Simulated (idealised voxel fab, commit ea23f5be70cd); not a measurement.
This section sets out a process module, namely voxel capacitor over wiring.
For reference, the cross-section in this document is cut, with width 165 nm and square cells of 5 nm.
Cross-section spec: square-cell grid; bands listed top down; each band is one or more rows. Quick guide to a band line: top height, bottom height (nm) up front; then every material left to right with its width in nm. Only one material and it's marked "edge to edge"? Then it fills the band edge to edge. And "air" just means empty space. Beneath 0, the wafer as received is one material, and that level is where height counting begins. The lowest band goes on downward without a bottom; it is written like "0..down". Top row gets the first number, bottom row gets the second, and each row in between changes by the same step: that is how a band width like "30..40" works. No cell of the cross-section changed in a step that is given as "nothing got changed". "Closed-off voids" specifies each empty space that is not open to the top and that occupies no fewer than 8 cells, using the form width x height at distance, the distance measured from the left edge and all three quantities in nm. Whatever follows a step's settings on its line is a remark the simulator itself makes about that step. For masked steps, "overlay nm" on the step line gives how far right of plan the mask actually lay; a minus sign means it lay to the left.
So here's the lineup of process steps we planned
1: RECEIVE,material Si
2: CONFORMAL_DEP,material SiO2,thk nm 15
3: DIRECTIONAL_DEP,material TiN,thk nm 5
4: DIRECTIONAL_DEP,material W,thk nm 15
5: PATTERN,tone cover,mask id METAL_1,material resist,width nm 30,pitch nm 90,thk nm 20,overlay nm 0
6: DIRECTIONAL_ETCH,etch materials W,depth nm 15
7: DIRECTIONAL_ETCH,etch materials TiN,depth nm 5
8: STRIP,etch materials resist
9: CONFORMAL_DEP,material SiN,thk nm 5
10: FILL_DEP,material lowk,thk nm 5
11: CMP,height nm 35
12: CONFORMAL_DEP,material SiCN,thk nm 5
13: DIRECTIONAL_DEP,material lowk,thk nm 10
14: PATTERN,tone open,mask id PLUG_1,material resist,width nm 15,thk nm 15,overlay nm 0
15: DIRECTIONAL_ETCH,etch materials lowk,depth nm 10
16: DIRECTIONAL_ETCH,etch materials SiCN,depth nm 5
17: STRIP,etch materials resist
18: CONFORMAL_DEP,material TiN,thk nm 5
19: FILL_DEP,material Cu,thk nm 5
20: CMP,height nm 50
21: DIRECTIONAL_DEP,material TiN,thk nm 10
22: DIRECTIONAL_DEP,material SiN,thk nm 5
23: DIRECTIONAL_DEP,material TiN,thk nm 5
24: MASKED_ETCH,tone cover,mask id UPPER_PLATE,width nm 65,etch materials TiN,depth nm 5,overlay nm 0
25: MASKED_ETCH,tone cover,mask id UPPER_PLATE,width nm 65,etch materials SiN,depth nm 5,overlay nm 0
26: DIRECTIONAL_DEP,material aC,thk nm 10
27: PATTERN,tone cover,mask id LOWER_PLATE,material resist,width nm 75,thk nm 30,overlay nm 0
28: DIRECTIONAL_ETCH,etch materials aC,depth nm 10
29: STRIP,etch materials resist
30: DIRECTIONAL_ETCH,etch materials TiN,depth nm 10
31: STRIP,etch materials aC
32: FILL_DEP,material SiO2,thk nm 20
33: CMP,height nm 85
34: DIRECTIONAL_DEP,material aC,thk nm 10
35: PATTERN,tone open,mask id PLUG_2,material resist,width nm 15,thk nm 25,overlay nm 0
36: DIRECTIONAL_ETCH,etch materials aC,depth nm 10
37: STRIP,etch materials resist
38: DIRECTIONAL_ETCH,etch materials SiO2,depth nm 15
39: STRIP,etch materials aC
40: CONFORMAL_DEP,material TiN,thk nm 5
41: FILL_DEP,material Cu,thk nm 10
42: CMP,height nm 85
43: CONFORMAL_DEP,material SiN,thk nm 5
On the first of the two wafers: run conducted according to plan
The cross-section here shows the wafer as received, i.e. in its state after step 1
* 0..down: Si edge to edge
* Closed-off voids: none
Cross-sectional representation of the wafer at the conclusion of step 2
* 15..0: SiO2 edge to edge
* Note: structure below 0 unchanged.
Cross-sectional representation of the wafer at the conclusion of step 3
* 20..15: TiN edge to edge
* Note: structure below 15 unchanged.
Cross-sectional representation of the wafer at the conclusion of step 4
* 35..20: W edge to edge
* Note: structure below 20 unchanged.
Cross-sectional representation of the wafer at the conclusion of step 5
* 55..35: air=20  resist=30  air=60  resist=30  air=25
* Note: structure below 35 unchanged.
Cross-sectional representation of the wafer at the conclusion of step 6
* 55..35: air=20  resist=30  air=60  resist=30  air=25
* 35..20: air=20  W=30  air=60  W=30  air=25
* Note: structure below 20 unchanged.
Cross-sectional representation of the wafer at the conclusion of step 7
* 55..35: air=20  resist=30  air=60  resist=30  air=25
* 35..20: air=20  W=30  air=60  W=30  air=25
* 20..15: air=20  TiN=30  air=60  TiN=30  air=25
* Note: structure below 15 unchanged.
Cross-sectional representation of the wafer at the conclusion of step 8
* 35..20: air=20  W=30  air=60  W=30  air=25
* Note: structure below 20 unchanged.
Cross-sectional representation of the wafer at the conclusion of step 9
* 40..35: air=15  SiN=40  air=50  SiN=40  air=20
* 35..20: air=15  SiN=5  W=30  SiN=5  air=50  SiN=5  W=30  SiN=5  air=20
* 20..15: SiN=20  TiN=30  SiN=60  TiN=30  SiN=25
* Note: structure below 15 unchanged.
Cross-sectional representation of the wafer at the conclusion of step 10
* 45..40: lowk edge to edge
* 40..35: lowk=15  SiN=40  lowk=50  SiN=40  lowk=20
* 35..20: lowk=15  SiN=5  W=30  SiN=5  lowk=50  SiN=5  W=30  SiN=5  lowk=20
* Note: structure below 20 unchanged.
Cross-sectional representation of the wafer at the conclusion of step 11
* 35..20: lowk=15  SiN=5  W=30  SiN=5  lowk=50  SiN=5  W=30  SiN=5  lowk=20
* Note: structure below 20 unchanged.
Cross-sectional representation of the wafer at the conclusion of step 12
* 40..35: SiCN edge to edge
* Note: structure below 35 unchanged.
Cross-sectional representation of the wafer at the conclusion of step 13
* 50..40: lowk edge to edge
* Note: structure below 40 unchanged.
Cross-sectional representation of the wafer at the conclusion of step 14
* 65..50: resist=35  air=15  resist=115
* Note: structure below 50 unchanged.
Cross-sectional representation of the wafer at the conclusion of step 15
* 65..50: resist=35  air=15  resist=115
* 50..40: lowk=35  air=15  lowk=115
* Note: structure below 40 unchanged.
Cross-sectional representation of the wafer at the conclusion of step 16
* 65..50: resist=35  air=15  resist=115
* 50..40: lowk=35  air=15  lowk=115
* 40..35: SiCN=35  air=15  SiCN=115
* Note: structure below 35 unchanged.
Cross-sectional representation of the wafer at the conclusion of step 17
* 50..40: lowk=35  air=15  lowk=115
* Note: structure below 40 unchanged.
Cross-sectional representation of the wafer at the conclusion of step 18
* 55..50: TiN=40  air=5  TiN=120
* 50..40: lowk=35  TiN=5  air=5  TiN=5  lowk=115
* 40..35: SiCN=35  TiN=15  SiCN=115
* Note: structure below 35 unchanged.
Cross-sectional representation of the wafer at the conclusion of step 19
* 60..55: Cu edge to edge
* 55..50: TiN=40  Cu=5  TiN=120
* 50..40: lowk=35  TiN=5  Cu=5  TiN=5  lowk=115
* Note: structure below 40 unchanged.
Cross-sectional representation of the wafer at the conclusion of step 20
* 50..40: lowk=35  TiN=5  Cu=5  TiN=5  lowk=115
* Note: structure below 40 unchanged.
Cross-sectional representation of the wafer at the conclusion of step 21
* 60..50: TiN edge to edge
* Note: structure below 50 unchanged.
Cross-sectional representation of the wafer at the conclusion of step 22
* 65..60: SiN edge to edge
* Note: structure below 60 unchanged.
Cross-sectional representation of the wafer at the conclusion of step 23
* 70..65: TiN edge to edge
* Note: structure below 65 unchanged.
Cross-sectional representation of the wafer at the conclusion of step 24
* 70..65: air=35  TiN=65  air=65
* Note: structure below 65 unchanged.
Cross-sectional representation of the wafer at the conclusion of step 25
* 70..65: air=35  TiN=65  air=65
* 65..60: air=35  SiN=65  air=65
* Note: structure below 60 unchanged.
Cross-sectional representation of the wafer at the conclusion of step 26
* 80..70: air=35  aC=65  air=65
* 70..65: aC=35  TiN=65  aC=65
* 65..60: aC=35  SiN=65  aC=65
* Note: structure below 60 unchanged.
Cross-sectional representation of the wafer at the conclusion of step 27
* 110..80: air=30  resist=75  air=60
* 80..70: air=30  resist=5  aC=65  resist=5  air=60
* Note: structure below 70 unchanged.
Cross-sectional representation of the wafer at the conclusion of step 28
* 100..80: air=30  resist=75  air=60
* 80..70: air=30  resist=5  aC=65  resist=5  air=60
* 70..65: air=30  aC=5  TiN=65  aC=5  air=60
* 65..60: air=30  aC=5  SiN=65  aC=5  air=60
* Note: structure below 60 unchanged.
Cross-sectional representation of the wafer at the conclusion of step 29
* 80..70: air=35  aC=65  air=65
* Note: structure below 70 unchanged.
Cross-sectional representation of the wafer at the conclusion of step 30
* 80..70: air=35  aC=65  air=65
* 70..65: air=30  aC=5  TiN=65  aC=5  air=60
* 65..60: air=30  aC=5  SiN=65  aC=5  air=60
* 60..50: air=30  TiN=75  air=60
* Note: structure below 50 unchanged.
Cross-sectional representation of the wafer at the conclusion of step 31
* 70..65: air=35  TiN=65  air=65
* 65..60: air=35  SiN=65  air=65
* Note: structure below 60 unchanged.
Cross-sectional representation of the wafer at the conclusion of step 32
* 90..70: SiO2 edge to edge
* 70..65: SiO2=35  TiN=65  SiO2=65
* 65..60: SiO2=35  SiN=65  SiO2=65
* 60..50: SiO2=30  TiN=75  SiO2=60
* Note: structure below 50 unchanged.
Cross-sectional representation of the wafer at the conclusion of step 33
* 85..70: SiO2 edge to edge
* Note: structure below 70 unchanged.
Cross-sectional representation of the wafer at the conclusion of step 34
* 95..85: aC edge to edge
* Note: structure below 85 unchanged.
Cross-sectional representation of the wafer at the conclusion of step 35
* 120..95: resist=45  air=15  resist=105
* Note: structure below 95 unchanged.
Cross-sectional representation of the wafer at the conclusion of step 36
* 110..95: resist=45  air=15  resist=105
* 95..85: aC=45  air=15  aC=105
* Note: structure below 85 unchanged.
Cross-sectional representation of the wafer at the conclusion of step 37
* 95..85: aC=45  air=15  aC=105
* Note: structure below 85 unchanged.
Cross-sectional representation of the wafer at the conclusion of step 38
* 95..85: aC=45  air=15  aC=105
* 85..70: SiO2=45  air=15  SiO2=105
* Note: structure below 70 unchanged.
Cross-sectional representation of the wafer at the conclusion of step 39
* 85..70: SiO2=45  air=15  SiO2=105
* Note: structure below 70 unchanged.
Cross-sectional representation of the wafer at the conclusion of step 40
* 90..85: TiN=50  air=5  TiN=110
* 85..75: SiO2=45  TiN=5  air=5  TiN=5  SiO2=105
* 75..65: SiO2=45..35  TiN=15..65  SiO2=105..65
* Note: structure below 65 unchanged.
Cross-sectional representation of the wafer at the conclusion of step 41
* 100..90: Cu edge to edge
* 90..85: TiN=50  Cu=5  TiN=110
* 85..75: SiO2=45  TiN=5  Cu=5  TiN=5  SiO2=105
* Note: structure below 75 unchanged.
Cross-sectional representation of the wafer at the conclusion of step 42
* 85..75: SiO2=45  TiN=5  Cu=5  TiN=5  SiO2=105
* Note: structure below 75 unchanged.
Cross-sectional representation of the wafer at the conclusion of step 43
* 90..85: SiN edge to edge
* Note: structure below 85 unchanged.
The second wafer: identical to the first at the outset and in its planned sequence, differing only in that one mistake was made during processing; up to and including step 4, its path is the first wafer's path
Cross-section: second wafer, time at which step 5 was scheduled to end
* 55..35: air=25  resist=30  air=60  resist=30  air=20
* Note: structure below 35 unchanged.
Cross-section: second wafer, time at which step 6 was scheduled to end
* 55..35: air=25  resist=30  air=60  resist=30  air=20
* 35..20: air=25  W=30  air=60  W=30  air=20
* Note: structure below 20 unchanged.
Cross-section: second wafer, time at which step 7 was scheduled to end
* 55..35: air=25  resist=30  air=60  resist=30  air=20
* 35..20: air=25  W=30  air=60  W=30  air=20
* 20..15: air=25  TiN=30  air=60  TiN=30  air=20
* Note: structure below 15 unchanged.
Cross-section: second wafer, time at which step 8 was scheduled to end
* 35..20: air=25  W=30  air=60  W=30  air=20
* Note: structure below 20 unchanged.
Cross-section: second wafer, time at which step 9 was scheduled to end
* 40..35: air=20  SiN=40  air=50  SiN=40  air=15
* 35..20: air=20  SiN=5  W=30  SiN=5  air=50  SiN=5  W=30  SiN=5  air=15
* 20..15: SiN=25  TiN=30  SiN=60  TiN=30  SiN=20
* Note: structure below 15 unchanged.
Cross-section: second wafer, time at which step 10 was scheduled to end
* 45..40: lowk edge to edge
* 40..35: lowk=20  SiN=40  lowk=50  SiN=40  lowk=15
* 35..20: lowk=20  SiN=5  W=30  SiN=5  lowk=50  SiN=5  W=30  SiN=5  lowk=15
* Note: structure below 20 unchanged.
Cross-section: second wafer, time at which step 11 was scheduled to end
* 35..20: lowk=20  SiN=5  W=30  SiN=5  lowk=50  SiN=5  W=30  SiN=5  lowk=15
* Note: structure below 20 unchanged.
Cross-section: second wafer, time at which step 12 was scheduled to end
* 40..35: SiCN edge to edge
* Note: structure below 35 unchanged.
Cross-section: second wafer, time at which step 13 was scheduled to end
* 50..40: lowk edge to edge
* Note: structure below 40 unchanged.
Cross-section: second wafer, time at which step 14 was scheduled to end
* 65..50: resist=35  air=15  resist=115
* Note: structure below 50 unchanged.
Cross-section: second wafer, time at which step 15 was scheduled to end
* 65..50: resist=35  air=15  resist=115
* 50..40: lowk=35  air=15  lowk=115
* Note: structure below 40 unchanged.
Cross-section: second wafer, time at which step 16 was scheduled to end
* 65..50: resist=35  air=15  resist=115
* 50..40: lowk=35  air=15  lowk=115
* 40..35: SiCN=35  air=15  SiCN=115
* Note: structure below 35 unchanged.
Cross-section: second wafer, time at which step 17 was scheduled to end
* 50..40: lowk=35  air=15  lowk=115
* Note: structure below 40 unchanged.
Cross-section: second wafer, time at which step 18 was scheduled to end
* 55..50: TiN=40  air=5  TiN=120
* 50..40: lowk=35  TiN=5  air=5  TiN=5  lowk=115
* 40..35: SiCN=35  TiN=15  SiCN=115
* Note: structure below 35 unchanged.
Cross-section: second wafer, time at which step 19 was scheduled to end
* 60..55: Cu edge to edge
* 55..50: TiN=40  Cu=5  TiN=120
* 50..40: lowk=35  TiN=5  Cu=5  TiN=5  lowk=115
* Note: structure below 40 unchanged.
Cross-section: second wafer, time at which step 20 was scheduled to end
* 50..40: lowk=35  TiN=5  Cu=5  TiN=5  lowk=115
* Note: structure below 40 unchanged.
Cross-section: second wafer, time at which step 21 was scheduled to end
* 60..50: TiN edge to edge
* Note: structure below 50 unchanged.
Cross-section: second wafer, time at which step 22 was scheduled to end
* 65..60: SiN edge to edge
* Note: structure below 60 unchanged.
Cross-section: second wafer, time at which step 23 was scheduled to end
* 70..65: TiN edge to edge
* Note: structure below 65 unchanged.
Cross-section: second wafer, time at which step 24 was scheduled to end
* 70..65: air=35  TiN=65  air=65
* Note: structure below 65 unchanged.
Cross-section: second wafer, time at which step 25 was scheduled to end
* 70..65: air=35  TiN=65  air=65
* 65..60: air=35  SiN=65  air=65
* Note: structure below 60 unchanged.
Cross-section: second wafer, time at which step 26 was scheduled to end
* 80..70: air=35  aC=65  air=65
* 70..65: aC=35  TiN=65  aC=65
* 65..60: aC=35  SiN=65  aC=65
* Note: structure below 60 unchanged.
Cross-section: second wafer, time at which step 27 was scheduled to end
* 110..80: air=30  resist=75  air=60
* 80..70: air=30  resist=5  aC=65  resist=5  air=60
* Note: structure below 70 unchanged.
Cross-section: second wafer, time at which step 28 was scheduled to end
* 100..80: air=30  resist=75  air=60
* 80..70: air=30  resist=5  aC=65  resist=5  air=60
* 70..65: air=30  aC=5  TiN=65  aC=5  air=60
* 65..60: air=30  aC=5  SiN=65  aC=5  air=60
* Note: structure below 60 unchanged.
Cross-section: second wafer, time at which step 29 was scheduled to end
* 80..70: air=35  aC=65  air=65
* Note: structure below 70 unchanged.
Cross-section: second wafer, time at which step 30 was scheduled to end
* 80..70: air=35  aC=65  air=65
* 70..65: air=30  aC=5  TiN=65  aC=5  air=60
* 65..60: air=30  aC=5  SiN=65  aC=5  air=60
* 60..50: air=30  TiN=75  air=60
* Note: structure below 50 unchanged.
Cross-section: second wafer, time at which step 31 was scheduled to end
* 70..65: air=35  TiN=65  air=65
* 65..60: air=35  SiN=65  air=65
* Note: structure below 60 unchanged.
Cross-section: second wafer, time at which step 32 was scheduled to end
* 90..70: SiO2 edge to edge
* 70..65: SiO2=35  TiN=65  SiO2=65
* 65..60: SiO2=35  SiN=65  SiO2=65
* 60..50: SiO2=30  TiN=75  SiO2=60
* Note: structure below 50 unchanged.
Cross-section: second wafer, time at which step 33 was scheduled to end
* 85..70: SiO2 edge to edge
* Note: structure below 70 unchanged.
Cross-section: second wafer, time at which step 34 was scheduled to end
* 95..85: aC edge to edge
* Note: structure below 85 unchanged.
Cross-section: second wafer, time at which step 35 was scheduled to end
* 120..95: resist=45  air=15  resist=105
* Note: structure below 95 unchanged.
Cross-section: second wafer, time at which step 36 was scheduled to end
* 110..95: resist=45  air=15  resist=105
* 95..85: aC=45  air=15  aC=105
* Note: structure below 85 unchanged.
Cross-section: second wafer, time at which step 37 was scheduled to end
* 95..85: aC=45  air=15  aC=105
* Note: structure below 85 unchanged.
Cross-section: second wafer, time at which step 38 was scheduled to end
* 95..85: aC=45  air=15  aC=105
* 85..70: SiO2=45  air=15  SiO2=105
* Note: structure below 70 unchanged.
Cross-section: second wafer, time at which step 39 was scheduled to end
* 85..70: SiO2=45  air=15  SiO2=105
* Note: structure below 70 unchanged.
Cross-section: second wafer, time at which step 40 was scheduled to end
* 90..85: TiN=50  air=5  TiN=110
* 85..75: SiO2=45  TiN=5  air=5  TiN=5  SiO2=105
* 75..65: SiO2=45..35  TiN=15..65  SiO2=105..65
* Note: structure below 65 unchanged.
Cross-section: second wafer, time at which step 41 was scheduled to end
* 100..90: Cu edge to edge
* 90..85: TiN=50  Cu=5  TiN=110
* 85..75: SiO2=45  TiN=5  Cu=5  TiN=5  SiO2=105
* Note: structure below 75 unchanged.
Cross-section: second wafer, time at which step 42 was scheduled to end
* 85..75: SiO2=45  TiN=5  Cu=5  TiN=5  SiO2=105
* Note: structure below 75 unchanged.
Cross-section: second wafer, time at which step 43 was scheduled to end
* 90..85: SiN edge to edge
* Note: structure below 85 unchanged.
Processing error: contrary to plan, step 5 was performed as PATTERN,tone cover,mask id METAL_1,material resist,width nm 30,pitch nm 90,thk nm 20,overlay nm 5
at the end the second wafer has, in cells: as many of each material as the first, in other places
